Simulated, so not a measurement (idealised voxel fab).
process module | voxel air gaps
cross-section cut | 210 nm wide | cells 5 nm
A cross-section is a grid of square cells, given in bands from the top down. A band is one or more rows of cells.
Each band's line starts with the height of the band's top and of its bottom, in nm. Then come its materials from left to right, each with its width in nm. One material with "throughout" fills the band from edge to edge. "air" is empty space.
Height 0 is the level under which the wafer as received is all one material. The lowest band goes on downwards, as in "0 down".
A width such as "30 to 40" changes by the same amount from each row of cells to the next, from the band's top row to its bottom row.
"no change" after a step means that no cell of the cross-section changed.
closed voids: empty space of 8 cells or more with no open way to the top, each as width x height at its distance from the left edge, in nm
after a step's settings: what the simulator itself notes on the step
overlay nm, on a step with a mask: how far to the right of its planned place the mask lay; to the left if negative
plan
1 op RECEIVE | material Si
2 op CONFORMAL_DEP | material SiO2 | thk nm 10
3 op CONFORMAL_DEP | material SiCN | thk nm 5
4 op DIRECTIONAL_DEP | material lowk | thk nm 35
5 op DIRECTIONAL_DEP | material aC | thk nm 15
6 op PATTERN | tone open | mask id LINES | material resist | width nm 15 | pitch nm 45 | thk nm 35 | overlay nm 0
7 op DIRECTIONAL_ETCH | etch materials aC | depth nm 15
8 op STRIP | etch materials resist
9 op DIRECTIONAL_ETCH | etch materials lowk | depth nm 35
10 op STRIP | etch materials aC
11 op CONFORMAL_DEP | material TiN | thk nm 5
12 op FILL_DEP | material W | thk nm 10
13 op CMP | height nm 50
14 op EPI | material Ru | thk nm 10
15 op SELECTIVE_ETCH | etch materials lowk | depth nm 45
16 op CONFORMAL_DEP | material SiCN | thk nm 5
first wafer, as planned
as received, after step 1
  0 down: Si throughout
  closed voids: none
after step 2
  10 to 0: SiO2 throughout
  below 0: unchanged
after step 3
  15 to 10: SiCN throughout
  below 10: unchanged
after step 4
  50 to 15: lowk throughout
  below 15: unchanged
after step 5
  65 to 50: aC throughout
  below 50: unchanged
after step 6
  100 to 65: resist 50 | air 15 | resist 30 | air 15 | resist 30 | air 15 | resist 55
  below 65: unchanged
after step 7
  85 to 65: resist 50 | air 15 | resist 30 | air 15 | resist 30 | air 15 | resist 55
  65 to 50: aC 50 | air 15 | aC 30 | air 15 | aC 30 | air 15 | aC 55
  below 50: unchanged
after step 8
  65 to 50: aC 50 | air 15 | aC 30 | air 15 | aC 30 | air 15 | aC 55
  below 50: unchanged
after step 9
  65 to 50: aC 50 | air 15 | aC 30 | air 15 | aC 30 | air 15 | aC 55
  50 to 15: lowk 50 | air 15 | lowk 30 | air 15 | lowk 30 | air 15 | lowk 55
  below 15: unchanged
after step 10
  50 to 15: lowk 50 | air 15 | lowk 30 | air 15 | lowk 30 | air 15 | lowk 55
  below 15: unchanged
after step 11
  55 to 50: TiN 55 | air 5 | TiN 40 | air 5 | TiN 40 | air 5 | TiN 60
  50 to 20: lowk 50 | TiN 5 | air 5 | TiN 5 | lowk 30 | TiN 5 | air 5 | TiN 5 | lowk 30 | TiN 5 | air 5 | TiN 5 | lowk 55
  20 to 15: lowk 50 | TiN 15 | lowk 30 | TiN 15 | lowk 30 | TiN 15 | lowk 55
  below 15: unchanged
after step 12
  65 to 55: W throughout
  55 to 50: TiN 55 | W 5 | TiN 40 | W 5 | TiN 40 | W 5 | TiN 60
  50 to 20: lowk 50 | TiN 5 | W 5 | TiN 5 | lowk 30 | TiN 5 | W 5 | TiN 5 | lowk 30 | TiN 5 | W 5 | TiN 5 | lowk 55
  below 20: unchanged
after step 13
  50 to 20: lowk 50 | TiN 5 | W 5 | TiN 5 | lowk 30 | TiN 5 | W 5 | TiN 5 | lowk 30 | TiN 5 | W 5 | TiN 5 | lowk 55
  below 20: unchanged
after step 14
  60 to 50: air 40 | Ru 35 | air 10 | Ru 35 | air 10 | Ru 35 | air 45
  below 50: unchanged
after step 15
  60 to 50: air 40 | Ru 35 | air 10 | Ru 35 | air 10 | Ru 35 | air 45
  50 to 20: air 50 | TiN 5 | W 5 | TiN 5 | air 30 | TiN 5 | W 5 | TiN 5 | air 30 | TiN 5 | W 5 | TiN 5 | air 55
  20 to 15: air 50 | TiN 15 | air 30 | TiN 15 | air 30 | TiN 15 | air 55
  below 15: unchanged
after step 16
  65 to 60: air 35 | SiCN 135 | air 40
  60 to 50: air 35 | SiCN 5 | Ru 35 | SiCN 10 | Ru 35 | SiCN 10 | Ru 35 | SiCN 5 | air 40
  50 to 45: air 35 | SiCN 15 | TiN 5 | W 5 | TiN 5 | SiCN 30 | TiN 5 | W 5 | TiN 5 | SiCN 30 | TiN 5 | W 5 | TiN 5 | SiCN 15 | air 40
  45 to 20: air 45 | SiCN 5 | TiN 5 | W 5 | TiN 5 | SiCN 5 | air 20 | SiCN 5 | TiN 5 | W 5 | TiN 5 | SiCN 5 | air 20 | SiCN 5 | TiN 5 | W 5 | TiN 5 | SiCN 5 | air 50
  20 to 15: SiCN 50 | TiN 15 | SiCN 30 | TiN 15 | SiCN 30 | TiN 15 | SiCN 55
  below 15: unchanged
  closed voids: 20 x 25 at 70; 20 x 25 at 115
second wafer: like start, like plan, one mistake. Through step 15 it matches the first wafer
when step 16 should have ended: no change
what went wrong: step 16 was left out
at the end the second wafer has, in cells: 120 fewer of SiCN
closed voids at the end (first wafer, second wafer): 2, 0
